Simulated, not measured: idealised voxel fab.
The name of this process module is voxel local oxidation.
Square cell edge 5 nm, section width 225 nm, ID cut.
This document writes a cross-section as a grid whose cells are square, and gives it as bands, listed from the top down; one or more rows of cells form a band.
Heads up on the band format: heights come first, top then bottom, in nm. After that it's the materials left to right, each with its width in nm. A single material flagged "all across" fills the whole band edge to edge, and "air" means there's empty space there.
A quick word on heights: they are counted from 0, and under that level the wafer as it came to us is one material throughout. The lowest band is different from the rest in having no bottom; it simply continues downward, written as in "z 0 and below".
So if you see something like "30..40" for the width, read it as the top row of the band sitting at the first number and the bottom row at the second, with every row in between moving by the same amount as the last.
Any step labelled "stayed the same" changed none of the cells in the cross-section.
Closed void list: empty space of 8 cells or more with no open way to the top, each as width x height at its distance from the left edge, in nm
If you see something after the settings on a step's line, that's the simulator's own remark about that step.
You can add "overlay nm" to a step's line. For a step with a mask, it describes how far the mask lay to the right of its planned position, and a negative number describes a lay to the left.

These are the steps we planned for the process:
step 1: op RECEIVE | material Si
step 2: op OXIDIZE | depth nm 5
step 3: op CONFORMAL_DEP | material SiN | thk nm 15
step 4: op MASKED_ETCH | tone cover | mask id ACTIVE | width nm 95 | etch materials SiN | depth nm 15 | overlay nm 0
step 5: op SELECTIVE_ETCH | etch materials SiO2 | depth nm 5
step 6: op OXIDIZE | depth nm 15
step 7: op STRIP | etch materials SiN

The first of two wafers, run as planned:

Cross-section of the wafer at receipt, which is the condition after step 1:
* z 0 and below = Si all across
* Closed void list: none

Cross-section: wafer state after step 2:
* z 0 to -5 = SiO2 all across
* Unchanged below -5.

Cross-section: wafer state after step 3:
* z 15 to 0 = SiN all across
* Unchanged below 0.

Cross-section: wafer state after step 4:
* z 15 to 0 = air=65 | SiN=95 | air=65
* Unchanged below 0.

Cross-section: wafer state after step 5:
* z 15 to 0 = air=65 | SiN=95 | air=65
* z 0 to -5 = air=70 | SiO2=85 | air=70
* Unchanged below -5.

Cross-section: wafer state after step 6:
* z 15 to 0 = air=65 | SiN=95 | air=65
* z 0 to -5 = air=70 | SiO2=85 | air=70
* z -5 to -20 = SiO2=85 | Si=55 | SiO2=85
* Unchanged below -20.

Cross-section: wafer state after step 7:
* z 0 to -5 = air=70 | SiO2=85 | air=70
* Unchanged below -5.

Second wafer. Start and plan as for the first. One mistake made in running. Agrees with the first up to and including step 5:

Second wafer at the planned finish of step 6, seen in cross-section:
* z 15 to 0 = air=65 | SiN=95 | air=65
* z 0 to -5 = air=70 | SiO2=85 | air=70
* z -5 to -30 = SiO2=95 | Si=35 | SiO2=95
* Unchanged below -30.

Second wafer at the planned finish of step 7, seen in cross-section:
* z 0 to -5 = air=70 | SiO2=85 | air=70
* Unchanged below -5.
In executing the process, a mistake was made relative to the plan: rather than as planned, step 6 actually ran as op OXIDIZE | depth nm 25
In the final state, the cell counts of the second wafer exceed or fall short of those of the first for the following materials: Si: 88 fewer | SiO2: 88 more
